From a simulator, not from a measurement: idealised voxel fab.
Proc. module: voxel ribs on slabs
Square cells of 5 nm make up the cross-section cut, whose width is 295 nm.
In this document a cross-section is written as a grid of square cells. It is given as a series of bands, listed from the top down, and a band is one or more rows of cells.
This entry defines a band. It first specifies the height of the band's top and the height of its bottom in nm, and then specifies the band's materials from left to right, stating each material with its width in nm. The word "full width" identifies a single material that fills the band from edge to edge, while the word "blank" identifies empty space.
The level at which height equals 0 is the one under which the wafer, as it arrives, is entirely one material. No lower edge exists for the bottom band, which continues downward and is notated as in "z 0 and below".
Per-row width for "30 to 40": begins at first number (top row of band), ends at second number (bottom row), increment between rows held constant.
Where the words "nothing altered" appear for a step, the cross-section shows no cell changed by that step; every cell remained as before.
Each empty space that has no open way to the top and spans at least 8 cells appears under "Closed void entries" as width x height at distance, the distance counted from the left edge, all in nm.
It should be noted that, on the line of a given step, the content following the step's settings is a remark produced by the simulator itself with respect to that step.
The optional step-line setting "overlay nm" applies to steps with a mask and quantifies how far to the right of its planned location the mask lay, a negative value indicating leftward placement.

Plan
- 1: op RECEIVE | material Si
- 2: op DIRECTIONAL_DEP | material SiO2 | thk nm 20
- 3: op DIRECTIONAL_DEP | material SiN | thk nm 25
- 4: op MASKED_ETCH | tone cover | mask id RIB | width nm 30 | etch materials SiN | depth nm 5 | overlay nm 0
- 5: op PATTERN | tone cover | mask id SLAB | material resist | width nm 60 | thk nm 20 | overlay nm 0
- 6: op DIRECTIONAL_ETCH | etch materials SiN | depth nm 20
- 7: op STRIP | etch materials resist
- 8: op FILL_DEP | material SiO2 | thk nm 25
- 9: op CMP | height nm 65
- 10: op DIRECTIONAL_DEP | material W | thk nm 5
- 11: op DIRECTIONAL_DEP | material aC | thk nm 10
- 12: op PATTERN | tone cover | mask id HEATER | material resist | width nm 40 | thk nm 30 | overlay nm 0
- 13: op DIRECTIONAL_ETCH | etch materials aC | depth nm 10
- 14: op STRIP | etch materials resist
- 15: op DIRECTIONAL_ETCH | etch materials W | depth nm 5
- 16: op STRIP | etch materials aC
- 17: op CONFORMAL_DEP | material SiO2 | thk nm 5

Received-state cross-section, reflecting completion of step 1
z 0 and below: Si full width
Closed void entries: none

First of two wafers, end-of-module section, run followed plan
z 75 to 70: 120 of blank, then 50 of SiO2, then 125 of blank
z 70 to 65: 125 of SiO2, then 40 of W, then 130 of SiO2
z 65 to 45: SiO2 full width
z 45 to 40: 130 of SiO2, then 30 of SiN, then 135 of SiO2
z 40 to 20: 115 of SiO2, then 60 of SiN, then 120 of SiO2
z 20 to 0: SiO2 full width
z 0 and below: Si full width
Closed void entries: none

What the second wafer looks like in cross-section once the module is done. Its start and its plan matched the first wafer's exactly; what differed was one mistake in how it was run
z 70 to 65: 125 of blank, then 40 of W, then 130 of blank
z 65 to 45: SiO2 full width
z 45 to 40: 130 of SiO2, then 30 of SiN, then 135 of SiO2
z 40 to 20: 115 of SiO2, then 60 of SiN, then 120 of SiO2
z 20 to 0: SiO2 full width
z 0 and below: Si full width
Closed void entries: none
Deviation from plan: plan step 17 never ran because it was skipped
Final cells, second wafer relative to first, materials higher or lower: -61 SiO2
